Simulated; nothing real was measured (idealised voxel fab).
Module name: voxel released beams (process module)
This is section cut - it's 240 nm across, gridded in 5 nm square cells.
Throughout this document, each cross-section is represented as a grid of square cells and is presented as a sequence of bands enumerated from the top downward, where a band comprises one or more rows of cells.
This entry defines a band. It first specifies the height of the band's top and the height of its bottom in nm, and then specifies the band's materials from left to right, stating each material with its width in nm. The word "throughout" identifies a single material that fills the band from edge to edge, while the word "empty" identifies empty space.
Where do heights start? At 0: under that level the wafer as delivered is made of one material only. And the lowest band has no floor; it just carries on downward, as in "top 0, no bottom".
So if you see something like "30 to 40" for the width, read it as the top row of the band sitting at the first number and the bottom row at the second, with every row in between moving by the same amount as the last.
"remained unchanged" after a step means that no cell of the cross-section changed.
What "Closed void roster" gives you is every empty space of 8 cells or more that is cut off from the top. Each appears as width x height at distance, with the distance taken from the left edge and width, height and distance all in nm.
Text after the settings on a step's line: the simulator's own remark on that step.
What "overlay nm" on a step's line means: if the step has a mask, that mask lay this far to the right of its planned place, or, when the value is negative, to the left.
[Steps planned for the process]
1,RECEIVE with material Si
2,CONFORMAL_DEP with material SiN, thk nm 10
3,DIRECTIONAL_DEP with material SiO2, thk nm 10
4,PATTERN with tone open, mask id ANCHOR, material resist, width nm 45, thk nm 20, overlay nm 0
5,DIRECTIONAL_ETCH with etch materials SiO2, depth nm 10
6,STRIP with etch materials resist
7,CONFORMAL_DEP with material W, thk nm 15
8,MASKED_ETCH with tone cover, mask id BEAM, width nm 105, etch materials W, depth nm 15, overlay nm 0
9,STRIP with etch materials SiO2
[The following pertains to the first of two wafers, which was processed as planned]
[As received (post step 1): cross-section]
* top 0, no bottom  Si throughout
* Closed void roster: none
[Wafer after step 2 (cross-section)]
* top 10, bottom 0  SiN throughout
* below 0: unchanged
[Wafer after step 3 (cross-section)]
* top 20, bottom 10  SiO2 throughout
* below 10: unchanged
[Wafer after step 4 (cross-section)]
* top 40, bottom 20  70 nm resist  45 nm empty  125 nm resist
* below 20: unchanged
[Wafer after step 5 (cross-section)]
* top 40, bottom 20  70 nm resist  45 nm empty  125 nm resist
* top 20, bottom 10  70 nm SiO2  45 nm empty  125 nm SiO2
* below 10: unchanged
[Wafer after step 6 (cross-section)]
* top 20, bottom 10  70 nm SiO2  45 nm empty  125 nm SiO2
* below 10: unchanged
[Wafer after step 7 (cross-section)]
* top 35, bottom 25  85 nm W  15 nm empty  140 nm W
* top 25, bottom 20  W throughout
* top 20, bottom 10  70 nm SiO2  45 nm W  125 nm SiO2
* below 10: unchanged
[Wafer after step 8 (cross-section)]
* top 35, bottom 25  65 nm empty  20 nm W  15 nm empty  70 nm W  70 nm empty
* top 25, bottom 20  65 nm empty  105 nm W  70 nm empty
* below 20: unchanged
[Wafer after step 9 (cross-section)]
* top 35, bottom 25  65 nm empty  20 nm W  15 nm empty  70 nm W  70 nm empty
* top 25, bottom 20  65 nm empty  105 nm W  70 nm empty
* top 20, bottom 10  70 nm empty  45 nm W  125 nm empty
* below 10: unchanged
[Second wafer. Start and plan as for the first. One mistake made in running. Agrees with the first up to and including step 3]
[X-section, second wafer, when step 4 was due to finish]
* top 40, bottom 20  70 nm empty  45 nm resist  125 nm empty
* below 20: unchanged
[X-section, second wafer, when step 5 was due to finish]
* top 40, bottom 20  70 nm empty  45 nm resist  125 nm empty
* top 20, bottom 10  70 nm empty  45 nm SiO2  125 nm empty
* below 10: unchanged
[X-section, second wafer, when step 6 was due to finish]
* top 20, bottom 10  70 nm empty  45 nm SiO2  125 nm empty
* below 10: unchanged
[X-section, second wafer, when step 7 was due to finish]
* top 35, bottom 25  55 nm empty  75 nm W  110 nm empty
* top 25, bottom 20  W throughout
* top 20, bottom 10  70 nm W  45 nm SiO2  125 nm W
* below 10: unchanged
[X-section, second wafer, when step 8 was due to finish]
* top 35, bottom 25  65 nm empty  65 nm W  110 nm empty
* top 25, bottom 20  65 nm empty  105 nm W  70 nm empty
* top 20, bottom 10  55 nm empty  15 nm W  45 nm SiO2  55 nm W  70 nm empty
* below 10: unchanged
X-section, second wafer, when step 9 was due to finish: remained unchanged
Short version of what went wrong: step 4 went in with a setting other than planned; the actual run was PATTERN with tone cover, mask id ANCHOR, material resist, width nm 45, thk nm 20, overlay nm 0
Heads up, by the end the second wafer has more or fewer cells of some materials compared to the first: SiO2: 18 more
